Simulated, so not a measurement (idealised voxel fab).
process module | voxel self aligned vias
cross-section cut | 250 nm wide | cells 5 nm
A cross-section is a grid of square cells, given in bands from the top down. A band is one or more rows of cells.
Each band's line starts with the height of the band's top and of its bottom, in nm. Then come its materials from left to right, each with its width in nm. One material with "throughout" fills the band from edge to edge. "air" is empty space.
Height 0 is the level under which the wafer as received is all one material. The lowest band goes on downwards, as in "0 down".
A width such as "30 to 40" changes by the same amount from each row of cells to the next, from the band's top row to its bottom row.
"no change" after a step means that no cell of the cross-section changed.
closed voids: empty space of 8 cells or more with no open way to the top, each as width x height at its distance from the left edge, in nm
after a step's settings: what the simulator itself notes on the step
overlay nm, on a step with a mask: how far to the right of its planned place the mask lay; to the left if negative
Each pair below shows a cross-section before one step and the cross-section after it, down to the lowest band that changed. The line under each pair gives the step between them, with its settings. The pairs can come from different runs of this module on the same starting wafer, so a pair continues from the pair above only where its "before" says so.
before
  85 to 70: resist 25 | air 50 | resist 100 | air 50 | resist 25
  70 to 50: SiO2 25 | air 50 | SiO2 100 | air 50 | SiO2 25
  50 to 45: SiO2 40 | SiN 20 | SiO2 55 | SiN 20 | SiO2 55 | SiN 20 | SiO2 40
  45 to 25: SiO2 40 | TiN 5 | W 10 | TiN 5 | SiO2 55 | TiN 5 | W 10 | TiN 5 | SiO2 55 | TiN 5 | W 10 | TiN 5 | SiO2 40
  25 to 20: SiO2 40 | TiN 20 | SiO2 55 | TiN 20 | SiO2 55 | TiN 20 | SiO2 40
  20 to 15: SiCN throughout
  15 to 0: SiO2 throughout
  0 down: Si throughout
  closed voids: none
after
  85 to 70: resist 25 | air 50 | resist 100 | air 50 | resist 25
  70 to 50: SiO2 25 | air 50 | SiO2 100 | air 50 | SiO2 25
  50 to 45: SiO2 40 | air 20 | SiO2 55 | SiN 20 | SiO2 55 | air 20 | SiO2 40
  below 45: unchanged
  closed voids: none
the step between: op DIRECTIONAL_ETCH | etch materials SiN | depth nm 5
before: the cross-section after the pair above
after
  70 to 50: SiO2 25 | air 50 | SiO2 100 | air 50 | SiO2 25
  below 50: unchanged
  closed voids: none
the step between: op STRIP | etch materials resist
before: the cross-section after the pair above
after
  75 to 70: TiN 30 | air 40 | TiN 110 | air 40 | TiN 30
  70 to 55: SiO2 25 | TiN 5 | air 40 | TiN 5 | SiO2 100 | TiN 5 | air 40 | TiN 5 | SiO2 25
  55 to 50: SiO2 25 | TiN 20 | air 10 | TiN 20 | SiO2 100 | TiN 20 | air 10 | TiN 20 | SiO2 25
  50 to 45: SiO2 40 | TiN 20 | SiO2 55 | SiN 20 | SiO2 55 | TiN 20 | SiO2 40
  below 45: unchanged
  closed voids: none
the step between: op CONFORMAL_DEP | material TiN | thk nm 5
before: the cross-section after the pair above
after
  85 to 75: Cu throughout
  75 to 70: TiN 30 | Cu 40 | TiN 110 | Cu 40 | TiN 30
  70 to 55: SiO2 25 | TiN 5 | Cu 40 | TiN 5 | SiO2 100 | TiN 5 | Cu 40 | TiN 5 | SiO2 25
  55 to 50: SiO2 25 | TiN 20 | Cu 10 | TiN 20 | SiO2 100 | TiN 20 | Cu 10 | TiN 20 | SiO2 25
  below 50: unchanged
  closed voids: none
the step between: op FILL_DEP | material Cu | thk nm 10
before: the cross-section after the pair above
after
  70 to 55: SiO2 25 | TiN 5 | Cu 40 | TiN 5 | SiO2 100 | TiN 5 | Cu 40 | TiN 5 | SiO2 25
  below 55: unchanged
  closed voids: none
the step between: op CMP | height nm 70
before: the cross-section after the pair above
after
  75 to 70: SiN throughout
  below 70: unchanged
  closed voids: none
the step between: op CONFORMAL_DEP | material SiN | thk nm 5
before
  70 to 50: SiO2 throughout
  50 to 45: SiO2 35 | SiN 30 | SiO2 45 | SiN 30 | SiO2 45 | SiN 30 | SiO2 35
  45 to 25: SiO2 35 | TiN 5 | W 20 | TiN 5 | SiO2 45 | TiN 5 | W 20 | TiN 5 | SiO2 45 | TiN 5 | W 20 | TiN 5 | SiO2 35
  25 to 20: SiO2 35 | TiN 30 | SiO2 45 | TiN 30 | SiO2 45 | TiN 30 | SiO2 35
  20 to 15: SiCN throughout
  15 to 0: SiO2 throughout
  0 down: Si throughout
  closed voids: none
after
  85 to 70: resist 30 | air 50 | resist 100 | air 50 | resist 20
  below 70: unchanged
  closed voids: none
the step between: op PATTERN | tone open | mask id VIAS | material resist | width nm 50 | pitch nm 150 | thk nm 15 | overlay nm 5
before: the cross-section after the pair above
after
  85 to 70: resist 30 | air 50 | resist 100 | air 50 | resist 20
  70 to 50: SiO2 30 | air 50 | SiO2 100 | air 50 | SiO2 20
  below 50: unchanged
  closed voids: none
the step between: op DIRECTIONAL_ETCH | etch materials SiO2 | depth nm 20
before: the cross-section after the pair above
after
  85 to 70: resist 30 | air 50 | resist 100 | air 50 | resist 20
  70 to 50: SiO2 30 | air 50 | SiO2 100 | air 50 | SiO2 20
  50 to 45: SiO2 35 | air 30 | SiO2 45 | SiN 30 | SiO2 45 | air 30 | SiO2 35
  below 45: unchanged
  closed voids: none
the step between: op DIRECTIONAL_ETCH | etch materials SiN | depth nm 5
before: the cross-section after the pair above
after
  70 to 50: SiO2 30 | air 50 | SiO2 100 | air 50 | SiO2 20
  below 50: unchanged
  closed voids: none
the step between: op STRIP | etch materials resist
before: the cross-section after the pair above
after
  75 to 70: TiN 35 | air 40 | TiN 110 | air 40 | TiN 25
  70 to 55: SiO2 30 | TiN 5 | air 40 | TiN 5 | SiO2 100 | TiN 5 | air 40 | TiN 5 | SiO2 20
  55 to 50: SiO2 30 | TiN 10 | air 20 | TiN 20 | SiO2 100 | TiN 10 | air 20 | TiN 20 | SiO2 20
  50 to 45: SiO2 35 | TiN 30 | SiO2 45 | SiN 30 | SiO2 45 | TiN 30 | SiO2 35
  below 45: unchanged
  closed voids: none
the step between: op CONFORMAL_DEP | material TiN | thk nm 5
before: the cross-section after the pair above
after
  85 to 75: Cu throughout
  75 to 70: TiN 35 | Cu 40 | TiN 110 | Cu 40 | TiN 25
  70 to 55: SiO2 30 | TiN 5 | Cu 40 | TiN 5 | SiO2 100 | TiN 5 | Cu 40 | TiN 5 | SiO2 20
  55 to 50: SiO2 30 | TiN 10 | Cu 20 | TiN 20 | SiO2 100 | TiN 10 | Cu 20 | TiN 20 | SiO2 20
  below 50: unchanged
  closed voids: none
the step between: op FILL_DEP | material Cu | thk nm 10
before: the cross-section after the pair above
after
  70 to 55: SiO2 30 | TiN 5 | Cu 40 | TiN 5 | SiO2 100 | TiN 5 | Cu 40 | TiN 5 | SiO2 20
  below 55: unchanged
  closed voids: none
the step between: op CMP | height nm 70
before: the cross-section after the pair above
after
  75 to 70: SiN throughout
  below 70: unchanged
  closed voids: none
the step between: op CONFORMAL_DEP | material SiN | thk nm 5
before
  50 to 25: SiO2 35 | TiN 5 | W 20 | TiN 5 | SiO2 45 | TiN 5 | W 20 | TiN 5 | SiO2 45 | TiN 5 | W 20 | TiN 5 | SiO2 35
  25 to 20: SiO2 35 | TiN 30 | SiO2 45 | TiN 30 | SiO2 45 | TiN 30 | SiO2 35
  20 to 15: SiCN throughout
  15 to 0: SiO2 throughout
  0 down: Si throughout
  closed voids: none
after
  50 to 45: SiO2 35 | TiN 5 | air 20 | TiN 5 | SiO2 45 | TiN 5 | air 20 | TiN 5 | SiO2 45 | TiN 5 | air 20 | TiN 5 | SiO2 35
  below 45: unchanged
  closed voids: none
the step between: op SELECTIVE_ETCH | etch materials W | depth nm 5
before: the cross-section after the pair above
after
  55 to 50: SiN throughout
  50 to 45: SiO2 35 | TiN 5 | SiN 20 | TiN 5 | SiO2 45 | TiN 5 | SiN 20 | TiN 5 | SiO2 45 | TiN 5 | SiN 20 | TiN 5 | SiO2 35
  below 45: unchanged
  closed voids: none
the step between: op FILL_DEP | material SiN | thk nm 5
before: the cross-section after the pair above
after
  50 to 45: SiO2 35 | TiN 5 | SiN 20 | TiN 5 | SiO2 45 | TiN 5 | SiN 20 | TiN 5 | SiO2 45 | TiN 5 | SiN 20 | TiN 5 | SiO2 35
  below 45: unchanged
  closed voids: none
the step between: op CMP | height nm 50
before: the cross-section after the pair above
after
  70 to 50: SiO2 throughout
  below 50: unchanged
  closed voids: none
the step between: op DIRECTIONAL_DEP | material SiO2 | thk nm 20
before: the cross-section after the pair above
after
  85 to 70: resist 25 | air 50 | resist 100 | air 50 | resist 25
  below 70: unchanged
  closed voids: none
the step between: op PATTERN | tone open | mask id VIAS | material resist | width nm 50 | pitch nm 150 | thk nm 15 | overlay nm 0
before: the cross-section after the pair above
after
  85 to 70: resist 25 | air 50 | resist 100 | air 50 | resist 25
  70 to 50: SiO2 25 | air 50 | SiO2 100 | air 50 | SiO2 25
  below 50: unchanged
  closed voids: none
the step between: op DIRECTIONAL_ETCH | etch materials SiO2 | depth nm 20
before: the cross-section after the pair above
after
  85 to 70: resist 25 | air 50 | resist 100 | air 50 | resist 25
  70 to 50: SiO2 25 | air 50 | SiO2 100 | air 50 | SiO2 25
  50 to 45: SiO2 35 | TiN 5 | air 20 | TiN 5 | SiO2 45 | TiN 5 | SiN 20 | TiN 5 | SiO2 45 | TiN 5 | air 20 | TiN 5 | SiO2 35
  below 45: unchanged
  closed voids: none
the step between: op DIRECTIONAL_ETCH | etch materials SiN | depth nm 5
before: the cross-section after the pair above
after
  70 to 50: SiO2 25 | air 50 | SiO2 100 | air 50 | SiO2 25
  below 50: unchanged
  closed voids: none
the step between: op STRIP | etch materials resist
before: the cross-section after the pair above
after
  75 to 70: TiN 30 | air 40 | TiN 110 | air 40 | TiN 30
  70 to 55: SiO2 25 | TiN 5 | air 40 | TiN 5 | SiO2 100 | TiN 5 | air 40 | TiN 5 | SiO2 25
  55 to 50: SiO2 25 | TiN 20 | air 10 | TiN 20 | SiO2 100 | TiN 20 | air 10 | TiN 20 | SiO2 25
  50 to 45: SiO2 35 | TiN 30 | SiO2 45 | TiN 5 | SiN 20 | TiN 5 | SiO2 45 | TiN 30 | SiO2 35
  below 45: unchanged
  closed voids: none
the step between: op CONFORMAL_DEP | material TiN | thk nm 5
before: the cross-section after the pair above
after
  85 to 75: Cu throughout
  75 to 70: TiN 30 | Cu 40 | TiN 110 | Cu 40 | TiN 30
  70 to 55: SiO2 25 | TiN 5 | Cu 40 | TiN 5 | SiO2 100 | TiN 5 | Cu 40 | TiN 5 | SiO2 25
  55 to 50: SiO2 25 | TiN 20 | Cu 10 | TiN 20 | SiO2 100 | TiN 20 | Cu 10 | TiN 20 | SiO2 25
  below 50: unchanged
  closed voids: none
the step between: op FILL_DEP | material Cu | thk nm 10
before: the cross-section after the pair above
after
  70 to 55: SiO2 25 | TiN 5 | Cu 40 | TiN 5 | SiO2 100 | TiN 5 | Cu 40 | TiN 5 | SiO2 25
  below 55: unchanged
  closed voids: none
the step between: op CMP | height nm 70
before: the cross-section after the pair above
after
  75 to 70: SiN throughout
  below 70: unchanged
  closed voids: none
the step between: op CONFORMAL_DEP | material SiN | thk nm 5
before
  65 to 50: aC throughout
  50 to 20: SiO2 throughout
  20 to 15: SiCN throughout
  15 to 0: SiO2 throughout
  0 down: Si throughout
  closed voids: none
after
  100 to 65: air 35 | resist 30 | air 45 | resist 30 | air 45 | resist 30 | air 35
  below 65: unchanged
  closed voids: none
the step between: op PATTERN | tone cover | mask id LINES | material resist | width nm 30 | pitch nm 75 | thk nm 35 | overlay nm 0
before: the cross-section after the pair above
after
  85 to 65: air 35 | resist 30 | air 45 | resist 30 | air 45 | resist 30 | air 35
  65 to 50: air 35 | aC 30 | air 45 | aC 30 | air 45 | aC 30 | air 35
  below 50: unchanged
  closed voids: none
the step between: op DIRECTIONAL_ETCH | etch materials aC | depth nm 15
before: the cross-section after the pair above
after
  65 to 50: air 35 | aC 30 | air 45 | aC 30 | air 45 | aC 30 | air 35
  below 50: unchanged
  closed voids: none
the step between: op STRIP | etch materials resist
before: the cross-section after the pair above
after
  65 to 50: air 35 | aC 30 | air 45 | aC 30 | air 45 | aC 30 | air 35
  50 to 20: air 35 | SiO2 30 | air 45 | SiO2 30 | air 45 | SiO2 30 | air 35
  below 20: unchanged
  closed voids: none
the step between: op DIRECTIONAL_ETCH | etch materials SiO2 | depth nm 30
before: the cross-section after the pair above
after
  50 to 20: air 35 | SiO2 30 | air 45 | SiO2 30 | air 45 | SiO2 30 | air 35
  below 20: unchanged
  closed voids: none
the step between: op STRIP | etch materials aC
before: the cross-section after the pair above
after
  55 to 50: air 30 | TiN 40 | air 35 | TiN 40 | air 35 | TiN 40 | air 30
  50 to 25: air 30 | TiN 5 | SiO2 30 | TiN 5 | air 35 | TiN 5 | SiO2 30 | TiN 5 | air 35 | TiN 5 | SiO2 30 | TiN 5 | air 30
  25 to 20: TiN 35 | SiO2 30 | TiN 45 | SiO2 30 | TiN 45 | SiO2 30 | TiN 35
  below 20: unchanged
  closed voids: none
the step between: op CONFORMAL_DEP | material TiN | thk nm 5
before: the cross-section after the pair above
after
  65 to 55: W throughout
  55 to 50: W 30 | TiN 40 | W 35 | TiN 40 | W 35 | TiN 40 | W 30
  50 to 25: W 30 | TiN 5 | SiO2 30 | TiN 5 | W 35 | TiN 5 | SiO2 30 | TiN 5 | W 35 | TiN 5 | SiO2 30 | TiN 5 | W 30
  below 25: unchanged
  closed voids: none
the step between: op FILL_DEP | material W | thk nm 10
before: the cross-section after the pair above
after
  50 to 25: W 30 | TiN 5 | SiO2 30 | TiN 5 | W 35 | TiN 5 | SiO2 30 | TiN 5 | W 35 | TiN 5 | SiO2 30 | TiN 5 | W 30
  below 25: unchanged
  closed voids: none
the step between: op CMP | height nm 50
before: the cross-section after the pair above
after
  50 to 45: air 35 | SiO2 30 | air 45 | SiO2 30 | air 45 | SiO2 30 | air 35
  below 45: unchanged
  closed voids: none
the step between: op SELECTIVE_ETCH | etch materials W Ru TiN | depth nm 5
before: the cross-section after the pair above
after
  55 to 50: SiN throughout
  50 to 45: SiN 35 | SiO2 30 | SiN 45 | SiO2 30 | SiN 45 | SiO2 30 | SiN 35
  below 45: unchanged
  closed voids: none
the step between: op FILL_DEP | material SiN | thk nm 5
before: the cross-section after the pair above
after
  50 to 45: SiN 35 | SiO2 30 | SiN 45 | SiO2 30 | SiN 45 | SiO2 30 | SiN 35
  below 45: unchanged
  closed voids: none
the step between: op CMP | height nm 50
before: the cross-section after the pair above
after
  70 to 50: SiO2 throughout
  below 50: unchanged
  closed voids: none
the step between: op DIRECTIONAL_DEP | material SiO2 | thk nm 20
before: the cross-section after the pair above
after
  85 to 70: resist 25 | air 50 | resist 100 | air 50 | resist 25
  below 70: unchanged
  closed voids: none
the step between: op PATTERN | tone open | mask id VIAS | material resist | width nm 50 | pitch nm 150 | thk nm 15 | overlay nm 0
before: the cross-section after the pair above
after
  85 to 70: resist 25 | air 50 | resist 100 | air 50 | resist 25
  70 to 50: SiO2 25 | air 50 | SiO2 100 | air 50 | SiO2 25
  below 50: unchanged
  closed voids: none
the step between: op DIRECTIONAL_ETCH | etch materials SiO2 | depth nm 20
before: the cross-section after the pair above
after
  85 to 70: resist 25 | air 50 | resist 100 | air 50 | resist 25
  70 to 50: SiO2 25 | air 50 | SiO2 100 | air 50 | SiO2 25
  50 to 45: SiN 25 | air 10 | SiO2 30 | air 10 | SiN 35 | SiO2 30 | SiN 35 | air 10 | SiO2 30 | air 10 | SiN 25
  below 45: unchanged
  closed voids: none
the step between: op DIRECTIONAL_ETCH | etch materials SiN | depth nm 5
before: the cross-section after the pair above
after
  70 to 50: SiO2 25 | air 50 | SiO2 100 | air 50 | SiO2 25
  below 50: unchanged
  closed voids: none
the step between: op STRIP | etch materials resist
before: the cross-section after the pair above
after
  75 to 70: TiN 30 | air 40 | TiN 110 | air 40 | TiN 30
  70 to 55: SiO2 25 | TiN 5 | air 40 | TiN 5 | SiO2 100 | TiN 5 | air 40 | TiN 5 | SiO2 25
  55 to 50: SiO2 25 | TiN 50 | SiO2 100 | TiN 50 | SiO2 25
  50 to 45: SiN 25 | TiN 10 | SiO2 30 | TiN 10 | SiN 35 | SiO2 30 | SiN 35 | TiN 10 | SiO2 30 | TiN 10 | SiN 25
  below 45: unchanged
  closed voids: none
the step between: op CONFORMAL_DEP | material TiN | thk nm 5
before: the cross-section after the pair above
after
  85 to 75: Cu throughout
  75 to 70: TiN 30 | Cu 40 | TiN 110 | Cu 40 | TiN 30
  70 to 55: SiO2 25 | TiN 5 | Cu 40 | TiN 5 | SiO2 100 | TiN 5 | Cu 40 | TiN 5 | SiO2 25
  below 55: unchanged
  closed voids: none
the step between: op FILL_DEP | material Cu | thk nm 10
before: the cross-section after the pair above
after
  70 to 55: SiO2 25 | TiN 5 | Cu 40 | TiN 5 | SiO2 100 | TiN 5 | Cu 40 | TiN 5 | SiO2 25
  below 55: unchanged
  closed voids: none
the step between: op CMP | height nm 70
before: the cross-section after the pair above
after
  75 to 70: SiN throughout
  below 70: unchanged
  closed voids: none
the step between: op CONFORMAL_DEP | material SiN | thk nm 5
